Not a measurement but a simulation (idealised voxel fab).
process module | voxel ribs on slabs
cross-section cut | 140 nm wide | cells 5 nm
A cross-section is a grid of square cells, given in bands from the top down. A band is one or more rows of cells.
Each band's line starts with the height of the band's top and of its bottom, in nm. Then come its materials from left to right, each with its width in nm. One material with "throughout" fills the band from edge to edge. "air" is empty space.
Height 0 is the level under which the wafer as received is all one material. The lowest band goes on downwards, as in "0 down".
A width such as "30 to 40" changes by the same amount from each row of cells to the next, from the band's top row to its bottom row.
"no change" after a step means that no cell of the cross-section changed.
closed voids: empty space of 8 cells or more with no open way to the top, each as width x height at its distance from the left edge, in nm
after a step's settings: what the simulator itself notes on the step
overlay nm, on a step with a mask: how far to the right of its planned place the mask lay; to the left if negative
plan
1 op RECEIVE | material Si
2 op DIRECTIONAL_DEP | material SiO2 | thk nm 20
3 op DIRECTIONAL_DEP | material polySi | thk nm 25
4 op PATTERN | tone cover | mask id RIB | material resist | width nm 30 | thk nm 15 | overlay nm 0
5 op DIRECTIONAL_ETCH | etch materials polySi | depth nm 10
6 op STRIP | etch materials resist
7 op DIRECTIONAL_DEP | material aC | thk nm 15
8 op PATTERN | tone cover | mask id SLAB | material resist | width nm 90 | thk nm 30 | overlay nm 0
9 op DIRECTIONAL_ETCH | etch materials aC | depth nm 15
10 op STRIP | etch materials resist
11 op DIRECTIONAL_ETCH | etch materials polySi | depth nm 15
12 op STRIP | etch materials aC
13 op FILL_DEP | material SiO2 | thk nm 25
14 op CMP | height nm 60
15 op DIRECTIONAL_DEP | material W | thk nm 10
16 op MASKED_ETCH | tone cover | mask id HEATER | width nm 40 | etch materials W | depth nm 10 | overlay nm 0
17 op CONFORMAL_DEP | material SiN | thk nm 10
as received, after step 1
  0 down: Si throughout
  closed voids: none
first wafer at the end, as planned
  80 to 70: air 40 | SiN 60 | air 40
  70 to 60: SiN 50 | W 40 | SiN 50
  60 to 45: SiO2 throughout
  45 to 35: SiO2 55 | polySi 30 | SiO2 55
  35 to 20: SiO2 25 | polySi 90 | SiO2 25
  20 to 0: SiO2 throughout
  0 down: Si throughout
  closed voids: none
second wafer at the end: like start, like plan, one mistake
  70 to 60: air 50 | W 40 | air 50
  60 to 45: SiO2 throughout
  45 to 35: SiO2 55 | polySi 30 | SiO2 55
  35 to 20: SiO2 25 | polySi 90 | SiO2 25
  20 to 0: SiO2 throughout
  0 down: Si throughout
  closed voids: none
what went wrong: step 17 was left out
at the end the second wafer has, in cells: 64 fewer of SiN
